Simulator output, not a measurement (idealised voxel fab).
process module | voxel double patterning
cross-section cut | 295 nm wide | cells 5 nm
A cross-section is a grid of square cells, given in bands from the top down. A band is one or more rows of cells.
Each band's line starts with the height of the band's top and of its bottom, in nm. Then come its materials from left to right, each with its width in nm. One material with "throughout" fills the band from edge to edge. "air" is empty space.
Height 0 is the level under which the wafer as received is all one material. The lowest band goes on downwards, as in "0 down".
A width such as "30 to 40" changes by the same amount from each row of cells to the next, from the band's top row to its bottom row.
"no change" after a step means that no cell of the cross-section changed.
closed voids: empty space of 8 cells or more with no open way to the top, each as width x height at its distance from the left edge, in nm
after a step's settings: what the simulator itself notes on the step
overlay nm, on a step with a mask: how far to the right of its planned place the mask lay; to the left if negative
plan
1 op RECEIVE | material Si
2 op CONFORMAL_DEP | material SiN | thk nm 5
3 op DIRECTIONAL_DEP | material SiO2 | thk nm 10
4 op DIRECTIONAL_DEP | material SiCN | thk nm 10
5 op MASKED_ETCH | tone open | mask id FIRST | width nm 15 | pitch nm 50 | etch materials SiCN | depth nm 10 | overlay nm 0
6 op PATTERN | tone open | mask id SECOND | material resist | width nm 15 | thk nm 15 | overlay nm 0
7 op DIRECTIONAL_ETCH | etch materials SiCN | depth nm 10
8 op STRIP | etch materials resist
9 op DIRECTIONAL_ETCH | etch materials SiO2 | depth nm 10
10 op STRIP | etch materials SiCN
first wafer, as planned
as received, after step 1
  0 down: Si throughout
  closed voids: none
after step 2
  5 to 0: SiN throughout
  below 0: unchanged
after step 3
  15 to 5: SiO2 throughout
  below 5: unchanged
after step 4
  25 to 15: SiCN throughout
  below 15: unchanged
after step 5
  25 to 15: SiCN 115 | air 15 | SiCN 35 | air 15 | SiCN 115
  below 15: unchanged
after step 6
  40 to 25: resist 140 | air 15 | resist 140
  25 to 15: SiCN 115 | resist 15 | SiCN 35 | resist 15 | SiCN 115
  below 15: unchanged
after step 7
  40 to 25: resist 140 | air 15 | resist 140
  25 to 15: SiCN 115 | resist 15 | SiCN 10 | air 15 | SiCN 10 | resist 15 | SiCN 115
  below 15: unchanged
after step 8
  25 to 15: SiCN 115 | air 15 | SiCN 10 | air 15 | SiCN 10 | air 15 | SiCN 115
  below 15: unchanged
after step 9
  25 to 15: SiCN 115 | air 15 | SiCN 10 | air 15 | SiCN 10 | air 15 | SiCN 115
  15 to 5: SiO2 115 | air 15 | SiO2 10 | air 15 | SiO2 10 | air 15 | SiO2 115
  below 5: unchanged
after step 10
  15 to 5: SiO2 115 | air 15 | SiO2 10 | air 15 | SiO2 10 | air 15 | SiO2 115
  below 5: unchanged
second wafer: like start, like plan, one mistake. Through step 4 it matches the first wafer
when step 5 should have ended
  25 to 15: SiCN 110 | air 25 | SiCN 25 | air 25 | SiCN 110
  below 15: unchanged
when step 6 should have ended
  40 to 25: resist 140 | air 15 | resist 140
  25 to 15: SiCN 110 | resist 25 | SiCN 25 | resist 25 | SiCN 110
  below 15: unchanged
when step 7 should have ended
  40 to 25: resist 140 | air 15 | resist 140
  25 to 15: SiCN 110 | resist 25 | SiCN 5 | air 15 | SiCN 5 | resist 25 | SiCN 110
  below 15: unchanged
when step 8 should have ended
  25 to 15: SiCN 110 | air 25 | SiCN 5 | air 15 | SiCN 5 | air 25 | SiCN 110
  below 15: unchanged
when step 9 should have ended
  25 to 15: SiCN 110 | air 25 | SiCN 5 | air 15 | SiCN 5 | air 25 | SiCN 110
  15 to 5: SiO2 110 | air 25 | SiO2 5 | air 15 | SiO2 5 | air 25 | SiO2 110
  below 5: unchanged
when step 10 should have ended
  15 to 5: SiO2 110 | air 25 | SiO2 5 | air 15 | SiO2 5 | air 25 | SiO2 110
  below 5: unchanged
what went wrong: step 5 ran as: op MASKED_ETCH | tone open | mask id FIRST | width nm 25 | pitch nm 50 | etch materials SiCN | depth nm 10 | overlay nm 0
at the end the second wafer has, in cells: 8 fewer of SiO2
